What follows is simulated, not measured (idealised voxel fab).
The process module that follows is named voxel local oxidation.
The figure presents cross-section cut, which has a width of 250 nm and is divided into square cells with an edge length of 5 nm.
When this document writes out a cross-section, it uses a grid of square cells and lists it as bands, beginning at the top and moving down, with a band standing for one or more rows of cells.
It is stipulated that each band's entry specify, in nanometres, the height of the top of the band and then that of its bottom, followed by the materials of the band in left-to-right sequence, each together with its width in nanometres. A single material marked by the word "all across" is understood to fill the band from edge to edge; the word "air" is understood to denote empty space.
Zero point of the height axis is 0; under it, received wafer = one material. Lowest band: continues down indefinitely, "0..down".
You'd read "30 to 40" like this: the band's top row of cells is as wide as the first number, its bottom row is as wide as the second, and going down, every row changes width by the same amount as the row before did.
Where the words "same as before" appear for a step, the cross-section shows no cell changed by that step; every cell remained as before.
"Sealed internal voids": sealed empty spaces, 8 cells or more, no open way to top, listed width x height at distance, with distance from the left edge and width, height and distance in nm.
Step line, after settings: the simulator's comment on this step.
A step's line can hold "overlay nm"; with a mask on that step, the setting says how far right of the planned place the mask lay, while a negative setting says it lay to the left.
HERE'S WHAT THE PLANNED PROCESS STEPS LOOK LIKE
1. RECEIVE,material Si
2. OXIDIZE,depth nm 5
3. CONFORMAL_DEP,material SiN,thk nm 10
4. PATTERN,tone cover,mask id ACTIVE,material resist,width nm 110,thk nm 15,overlay nm 0
5. DIRECTIONAL_ETCH,etch materials SiN,depth nm 10
6. STRIP,etch materials resist
7. SELECTIVE_ETCH,etch materials SiO2,depth nm 5
8. OXIDIZE,depth nm 15
9. STRIP,etch materials SiN
Every wafer here starts from the same state; it is the step 4 width nm that distinguishes them, and the value the plan gives belongs to the first wafer.
RECEIVED CONDITION OF THE FIRST OF SEVERAL WAFERS, SECTIONED: POST-STEP 1
	0..down = Si all across
	Sealed internal voids: none
AFTER THE MODULE'S FINAL STEP, STEP 9: THE FIRST OF SEVERAL WAFERS IN CROSS-SECTION
	0..-5 = air 75, then SiO2 100, then air 75
	-5..-20 = SiO2 90, then Si 70, then SiO2 90
	-20..down = Si all across
	Sealed internal voids: none
END OF MODULE, LAST WAFER SECTIONED
	0..-5 = air 65, then SiO2 125, then air 60
	-5..-20 = SiO2 80, then Si 95, then SiO2 75
	-20..down = Si all across
	Sealed internal voids: none
THE TABLE BELOW HAS ONE ROW FOR EACH WAFER; A ROW SHOWS, AS OF THE END OF THE MODULE, HOW MANY CELLS OF EACH MATERIAL THE WAFER HAS GAINED, MARKED (+), OR LOST, MARKED (-), SINCE IT WAS RECEIVED, AND THEN THE WAFER'S CLOSED VOIDS
width nm 110 | -158 Si | +128 SiO2 | Sealed internal voids: none
width nm 115 | -155 Si | +126 SiO2 | Sealed internal voids: none
width nm 120 | -152 Si | +124 SiO2 | Sealed internal voids: none
width nm 125 | -149 Si | +122 SiO2 | Sealed internal voids: none
width nm 130 | -146 Si | +120 SiO2 | Sealed internal voids: none
width nm 135 | -143 Si | +118 SiO2 | Sealed internal voids: none
